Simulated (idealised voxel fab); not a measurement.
Presented below is a process module, voxel fin reveal.
The width of the displayed cross-section, cut, is 170 nm; its cells are square, with a size of 5 nm.
We lay out every cross-section as a grid of square cells and spell it out in bands from the top down, where one band means one or more rows of cells. Per band: top height and bottom height in nm, followed by the left-to-right materials and their widths in nm; "all across" marks a single material spanning edge to edge, "blank" marks empty space. Convention: height 0 is the level below which the wafer, as received, is all one material. The lowest band does not terminate at the bottom but continues downward, represented as "0..down". With a width like "30 to 40", each row of cells in the band differs from the next by the same amount, the top row carrying the first number and the bottom row the second. When a step is marked "everything unchanged", none of the cells in the cross-section changed during that step. Empty spaces counting at least 8 cells and having no open way to the top are listed in "Closed voids list". The notation width x height at distance is used for each, the distance being from the left edge and all three values in nm. Note: text after step settings on the step line = simulator remark on that step. overlay nm: where the mask lay relative to plan, measured to the right, on steps with a mask; negatives go left.
STEPS PLANNED FOR THE PROCESS
1) RECEIVE: material Si
2) CONFORMAL_DEP: material SiN, thk nm 5
3) PATTERN: tone cover, mask id FINS, material resist, width nm 15, pitch nm 35, thk nm 15, overlay nm 0
4) DIRECTIONAL_ETCH: etch materials SiN, depth nm 5
5) DIRECTIONAL_ETCH: etch materials Si, depth nm 40
6) STRIP: etch materials resist
7) OXIDIZE: depth nm 5
8) FILL_DEP: material SiO2, thk nm 5
9) CMP: height nm 5
10) SELECTIVE_ETCH: etch materials SiO2, depth nm 30
11) STRIP: etch materials SiN
12) CONFORMAL_DEP: material HfO2, thk nm 5
THE FIRST OF THE TWO WAFERS, WHICH RAN AS PLANNED
INCOMING WAFER, CROSS-SECTIONAL VIEW, POST STEP 1
- 0..down: Si all across
- Closed voids list: none
WAFER XSEC, POST STEP 2
- 5..0: SiN all across
- Under the height 0 nothing was changed.
WAFER XSEC, POST STEP 3
- 20..5: blank (40), resist (15), blank (20), resist (15), blank (20), resist (15), blank (45)
- Under the height 5 nothing was changed.
WAFER XSEC, POST STEP 4
- 20..5: blank (40), resist (15), blank (20), resist (15), blank (20), resist (15), blank (45)
- 5..0: blank (40), SiN (15), blank (20), SiN (15), blank (20), SiN (15), blank (45)
- Under the height 0 nothing was changed.
WAFER XSEC, POST STEP 5
- 20..5: blank (40), resist (15), blank (20), resist (15), blank (20), resist (15), blank (45)
- 5..0: blank (40), SiN (15), blank (20), SiN (15), blank (20), SiN (15), blank (45)
- 0..-40: blank (40), Si (15), blank (20), Si (15), blank (20), Si (15), blank (45)
- Under the height -40 nothing was changed.
WAFER XSEC, POST STEP 6
- 5..0: blank (40), SiN (15), blank (20), SiN (15), blank (20), SiN (15), blank (45)
- Under the height 0 nothing was changed.
WAFER XSEC, POST STEP 7
- 5..0: blank (40), SiN (15), blank (20), SiN (15), blank (20), SiN (15), blank (45)
- 0..-40: blank (40), SiO2 (5), Si (5), SiO2 (5), blank (20), SiO2 (5), Si (5), SiO2 (5), blank (20), SiO2 (5), Si (5), SiO2 (5), blank (45)
- -40..-45: SiO2 (45), Si (5), SiO2 (30), Si (5), SiO2 (30), Si (5), SiO2 (50)
- Under the height -45 nothing was changed.
WAFER XSEC, POST STEP 8
- 10..5: SiO2 all across
- 5..0: SiO2 (40), SiN (15), SiO2 (20), SiN (15), SiO2 (20), SiN (15), SiO2 (45)
- 0..-45: SiO2 (45), Si (5), SiO2 (30), Si (5), SiO2 (30), Si (5), SiO2 (50)
- Under the height -45 nothing was changed.
WAFER XSEC, POST STEP 9
- 5..0: SiO2 (40), SiN (15), SiO2 (20), SiN (15), SiO2 (20), SiN (15), SiO2 (45)
- Under the height 0 nothing was changed.
WAFER XSEC, POST STEP 10
- 5..0: blank (40), SiN (15), blank (20), SiN (15), blank (20), SiN (15), blank (45)
- 0..-25: blank (45), Si (5), blank (30), Si (5), blank (30), Si (5), blank (50)
- Under the height -25 nothing was changed.
WAFER XSEC, POST STEP 11
- 0..-25: blank (45), Si (5), blank (30), Si (5), blank (30), Si (5), blank (50)
- Under the height -25 nothing was changed.
WAFER XSEC, POST STEP 12
- 5..0: blank (40), HfO2 (15), blank (20), HfO2 (15), blank (20), HfO2 (15), blank (45)
- 0..-20: blank (40), HfO2 (5), Si (5), HfO2 (5), blank (20), HfO2 (5), Si (5), HfO2 (5), blank (20), HfO2 (5), Si (5), HfO2 (5), blank (45)
- -20..-25: HfO2 (45), Si (5), HfO2 (30), Si (5), HfO2 (30), Si (5), HfO2 (50)
- Under the height -25 nothing was changed.
REGARDING THE SECOND OF THE TWO WAFERS: IT SHARED THE FIRST WAFER'S STARTING CONDITION AND PROCESS PLAN, YET ONE ERROR OCCURRED DURING ITS EXECUTION. ITS HISTORY COINCIDES WITH THAT OF THE FIRST WAFER UP TO AND INCLUDING STEP 2
WHAT THE SECOND WAFER LOOKS LIKE IN CROSS-SECTION WHEN STEP 3 SHOULD HAVE WRAPPED UP
- 20..5: blank (40), resist (20), blank (15), resist (20), blank (15), resist (20), blank (40)
- Under the height 5 nothing was changed.
WHAT THE SECOND WAFER LOOKS LIKE IN CROSS-SECTION WHEN STEP 4 SHOULD HAVE WRAPPED UP
- 20..5: blank (40), resist (20), blank (15), resist (20), blank (15), resist (20), blank (40)
- 5..0: blank (40), SiN (20), blank (15), SiN (20), blank (15), SiN (20), blank (40)
- Under the height 0 nothing was changed.
WHAT THE SECOND WAFER LOOKS LIKE IN CROSS-SECTION WHEN STEP 5 SHOULD HAVE WRAPPED UP
- 20..5: blank (40), resist (20), blank (15), resist (20), blank (15), resist (20), blank (40)
- 5..0: blank (40), SiN (20), blank (15), SiN (20), blank (15), SiN (20), blank (40)
- 0..-40: blank (40), Si (20), blank (15), Si (20), blank (15), Si (20), blank (40)
- Under the height -40 nothing was changed.
WHAT THE SECOND WAFER LOOKS LIKE IN CROSS-SECTION WHEN STEP 6 SHOULD HAVE WRAPPED UP
- 5..0: blank (40), SiN (20), blank (15), SiN (20), blank (15), SiN (20), blank (40)
- Under the height 0 nothing was changed.
WHAT THE SECOND WAFER LOOKS LIKE IN CROSS-SECTION WHEN STEP 7 SHOULD HAVE WRAPPED UP
- 5..0: blank (40), SiN (20), blank (15), SiN (20), blank (15), SiN (20), blank (40)
- 0..-40: blank (40), SiO2 (5), Si (10), SiO2 (5), blank (15), SiO2 (5), Si (10), SiO2 (5), blank (15), SiO2 (5), Si (10), SiO2 (5), blank (40)
- -40..-45: SiO2 (45), Si (10), SiO2 (25), Si (10), SiO2 (25), Si (10), SiO2 (45)
- Under the height -45 nothing was changed.
WHAT THE SECOND WAFER LOOKS LIKE IN CROSS-SECTION WHEN STEP 8 SHOULD HAVE WRAPPED UP
- 10..5: SiO2 all across
- 5..0: SiO2 (40), SiN (20), SiO2 (15), SiN (20), SiO2 (15), SiN (20), SiO2 (40)
- 0..-45: SiO2 (45), Si (10), SiO2 (25), Si (10), SiO2 (25), Si (10), SiO2 (45)
- Under the height -45 nothing was changed.
WHAT THE SECOND WAFER LOOKS LIKE IN CROSS-SECTION WHEN STEP 9 SHOULD HAVE WRAPPED UP
- 5..0: SiO2 (40), SiN (20), SiO2 (15), SiN (20), SiO2 (15), SiN (20), SiO2 (40)
- Under the height 0 nothing was changed.
WHAT THE SECOND WAFER LOOKS LIKE IN CROSS-SECTION WHEN STEP 10 SHOULD HAVE WRAPPED UP
- 5..0: blank (40), SiN (20), blank (15), SiN (20), blank (15), SiN (20), blank (40)
- 0..-25: blank (45), Si (10), blank (25), Si (10), blank (25), Si (10), blank (45)
- Under the height -25 nothing was changed.
WHAT THE SECOND WAFER LOOKS LIKE IN CROSS-SECTION WHEN STEP 11 SHOULD HAVE WRAPPED UP
- 0..-25: blank (45), Si (10), blank (25), Si (10), blank (25), Si (10), blank (45)
- Under the height -25 nothing was changed.
WHAT THE SECOND WAFER LOOKS LIKE IN CROSS-SECTION WHEN STEP 12 SHOULD HAVE WRAPPED UP
- 5..0: blank (40), HfO2 (20), blank (15), HfO2 (20), blank (15), HfO2 (20), blank (40)
- 0..-20: blank (40), HfO2 (5), Si (10), HfO2 (5), blank (15), HfO2 (5), Si (10), HfO2 (5), blank (15), HfO2 (5), Si (10), HfO2 (5), blank (40)
- -20..-25: HfO2 (45), Si (10), HfO2 (25), Si (10), HfO2 (25), Si (10), HfO2 (45)
- Under the height -25 nothing was changed.
Deviation noted in wafer processing: for step 3, the planned setting was not used; the step was instead run as PATTERN: tone cover, mask id FINS, material resist, width nm 20, pitch nm 35, thk nm 15, overlay nm 0
Once processing is complete, comparing cell counts shows that the second wafer has more or fewer of certain materials than the first: +27 Si, -12 SiO2
